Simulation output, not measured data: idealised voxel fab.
Documented hereafter: the process module known as voxel fin reveal.
We display cut, a cross-section 200 nm in width whose square cells are each 5 nm.
Throughout this document, each cross-section is represented as a grid of square cells and is presented as a sequence of bands enumerated from the top downward, where a band comprises one or more rows of cells.
Top, bottom (nm), then materials left to right with widths (nm); lone material tagged "edge to edge" fills the whole band edge to edge; "blank" = empty space.
Height is counted from the level 0, under which the received wafer is composed throughout of one material. The lowest of the bands is not closed at the bottom but continues downward, in the notation "from 0 down".
When a width is written as two numbers, as in "30 to 40", the first number is the width in the top row of cells of the band and the second is the width in its bottom row, and the width changes by the same amount from each row to the next.
"no modification" for a step: no cell of the cross-section changed in that step.
This entry, "Closed void listing", enumerates those empty regions of no fewer than 8 cells that possess no open connection to the top. Each region is reported in the form width x height at distance, the distance being taken from the left edge, with all three quantities expressed in nm.
On a step's line, text after the settings is the simulator commenting on that step.
The "overlay nm" setting may appear on a step's line; for a step that uses a mask, it gives how far to the right of its planned position the mask lay, and a negative value indicates the left.

-- plan
1) op RECEIVE | material Si
2) op CONFORMAL_DEP | material SiN | thk nm 10
3) op MASKED_ETCH | tone cover | mask id FINS | width nm 15 | pitch nm 35 | etch materials SiN | depth nm 10 | overlay nm 0
4) op MASKED_ETCH | tone cover | mask id FINS | width nm 15 | pitch nm 35 | etch materials Si | depth nm 35 | overlay nm 0
5) op OXIDIZE | depth nm 5
6) op FILL_DEP | material SiO2 | thk nm 10
7) op CMP | height nm 10
8) op SELECTIVE_ETCH | etch materials SiO2 | depth nm 35
9) op STRIP | etch materials SiN
10) op CONFORMAL_DEP | material HfO2 | thk nm 5

-- The first of two wafers, run as planned

-- as received, after step 1
- from 0 down = Si edge to edge
- Closed void listing: none

-- Step 2 done - wafer cross-section
- from 10 to 0 = SiN edge to edge
- Below 0, the layers are the same as they were.

-- Step 3 done - wafer cross-section
- from 10 to 0 = blank 40; SiN 15; blank 20; SiN 15; blank 20; SiN 15; blank 20; SiN 15; blank 40
- Below 0, the layers are the same as they were.

-- Step 4 done - wafer cross-section
- from 10 to 0 = blank 40; SiN 15; blank 20; SiN 15; blank 20; SiN 15; blank 20; SiN 15; blank 40
- from 0 to -35 = blank 40; Si 15; blank 20; Si 15; blank 20; Si 15; blank 20; Si 15; blank 40
- Below -35, the layers are the same as they were.

-- Step 5 done - wafer cross-section
- from 10 to 0 = blank 40; SiN 15; blank 20; SiN 15; blank 20; SiN 15; blank 20; SiN 15; blank 40
- from 0 to -35 = blank 40; SiO2 5; Si 5; SiO2 5; blank 20; SiO2 5; Si 5; SiO2 5; blank 20; SiO2 5; Si 5; SiO2 5; blank 20; SiO2 5; Si 5; SiO2 5; blank 40
- from -35 to -40 = SiO2 45; Si 5; SiO2 30; Si 5; SiO2 30; Si 5; SiO2 30; Si 5; SiO2 45
- Below -40, the layers are the same as they were.

-- Step 6 done - wafer cross-section
- from 20 to 10 = SiO2 edge to edge
- from 10 to 0 = SiO2 40; SiN 15; SiO2 20; SiN 15; SiO2 20; SiN 15; SiO2 20; SiN 15; SiO2 40
- from 0 to -40 = SiO2 45; Si 5; SiO2 30; Si 5; SiO2 30; Si 5; SiO2 30; Si 5; SiO2 45
- Below -40, the layers are the same as they were.

-- Step 7 done - wafer cross-section
- from 10 to 0 = SiO2 40; SiN 15; SiO2 20; SiN 15; SiO2 20; SiN 15; SiO2 20; SiN 15; SiO2 40
- Below 0, the layers are the same as they were.

-- Step 8 done - wafer cross-section
- from 10 to 0 = blank 40; SiN 15; blank 20; SiN 15; blank 20; SiN 15; blank 20; SiN 15; blank 40
- from 0 to -25 = blank 45; Si 5; blank 30; Si 5; blank 30; Si 5; blank 30; Si 5; blank 45
- Below -25, the layers are the same as they were.

-- Step 9 done - wafer cross-section
- from 0 to -25 = blank 45; Si 5; blank 30; Si 5; blank 30; Si 5; blank 30; Si 5; blank 45
- Below -25, the layers are the same as they were.

-- Step 10 done - wafer cross-section
- from 5 to 0 = blank 40; HfO2 15; blank 20; HfO2 15; blank 20; HfO2 15; blank 20; HfO2 15; blank 40
- from 0 to -20 = blank 40; HfO2 5; Si 5; HfO2 5; blank 20; HfO2 5; Si 5; HfO2 5; blank 20; HfO2 5; Si 5; HfO2 5; blank 20; HfO2 5; Si 5; HfO2 5; blank 40
- from -20 to -25 = HfO2 45; Si 5; HfO2 30; Si 5; HfO2 30; Si 5; HfO2 30; Si 5; HfO2 45
- Below -25, the layers are the same as they were.

-- The Second Wafer: Common Origin and Plan, One Mistake in Execution, Identical to the First Through Step 3

-- Cross-sectional representation of the second wafer at the time designated in the plan for the completion of step 4
- from 10 to 0 = blank 40; SiN 15; blank 20; SiN 15; blank 20; SiN 15; blank 20; SiN 15; blank 40
- from 0 to -70 = blank 40; Si 15; blank 20; Si 15; blank 20; Si 15; blank 20; Si 15; blank 40
- Below -70, the layers are the same as they were.

-- Cross-sectional representation of the second wafer at the time designated in the plan for the completion of step 5
- from 10 to 0 = blank 40; SiN 15; blank 20; SiN 15; blank 20; SiN 15; blank 20; SiN 15; blank 40
- from 0 to -70 = blank 40; SiO2 5; Si 5; SiO2 5; blank 20; SiO2 5; Si 5; SiO2 5; blank 20; SiO2 5; Si 5; SiO2 5; blank 20; SiO2 5; Si 5; SiO2 5; blank 40
- from -70 to -75 = SiO2 45; Si 5; SiO2 30; Si 5; SiO2 30; Si 5; SiO2 30; Si 5; SiO2 45
- Below -75, the layers are the same as they were.

-- Cross-sectional representation of the second wafer at the time designated in the plan for the completion of step 6
- from 20 to 10 = SiO2 edge to edge
- from 10 to 0 = SiO2 40; SiN 15; SiO2 20; SiN 15; SiO2 20; SiN 15; SiO2 20; SiN 15; SiO2 40
- from 0 to -75 = SiO2 45; Si 5; SiO2 30; Si 5; SiO2 30; Si 5; SiO2 30; Si 5; SiO2 45
- Below -75, the layers are the same as they were.

-- Cross-sectional representation of the second wafer at the time designated in the plan for the completion of step 7
- from 10 to 0 = SiO2 40; SiN 15; SiO2 20; SiN 15; SiO2 20; SiN 15; SiO2 20; SiN 15; SiO2 40
- Below 0, the layers are the same as they were.

-- Cross-sectional representation of the second wafer at the time designated in the plan for the completion of step 8
- from 10 to 0 = blank 40; SiN 15; blank 20; SiN 15; blank 20; SiN 15; blank 20; SiN 15; blank 40
- from 0 to -25 = blank 45; Si 5; blank 30; Si 5; blank 30; Si 5; blank 30; Si 5; blank 45
- Below -25, the layers are the same as they were.

-- Cross-sectional representation of the second wafer at the time designated in the plan for the completion of step 9
- from 0 to -25 = blank 45; Si 5; blank 30; Si 5; blank 30; Si 5; blank 30; Si 5; blank 45
- Below -25, the layers are the same as they were.

-- Cross-sectional representation of the second wafer at the time designated in the plan for the completion of step 10
- from 5 to 0 = blank 40; HfO2 15; blank 20; HfO2 15; blank 20; HfO2 15; blank 20; HfO2 15; blank 40
- from 0 to -20 = blank 40; HfO2 5; Si 5; HfO2 5; blank 20; HfO2 5; Si 5; HfO2 5; blank 20; HfO2 5; Si 5; HfO2 5; blank 20; HfO2 5; Si 5; HfO2 5; blank 40
- from -20 to -25 = HfO2 45; Si 5; HfO2 30; Si 5; HfO2 30; Si 5; HfO2 30; Si 5; HfO2 45
- Below -25, the layers are the same as they were.
So what did we get wrong on this run? step 4 in the plan was executed twice
Counted in cells at the end, the second wafer holds more or fewer of these materials than the first: -252 Si; +252 SiO2
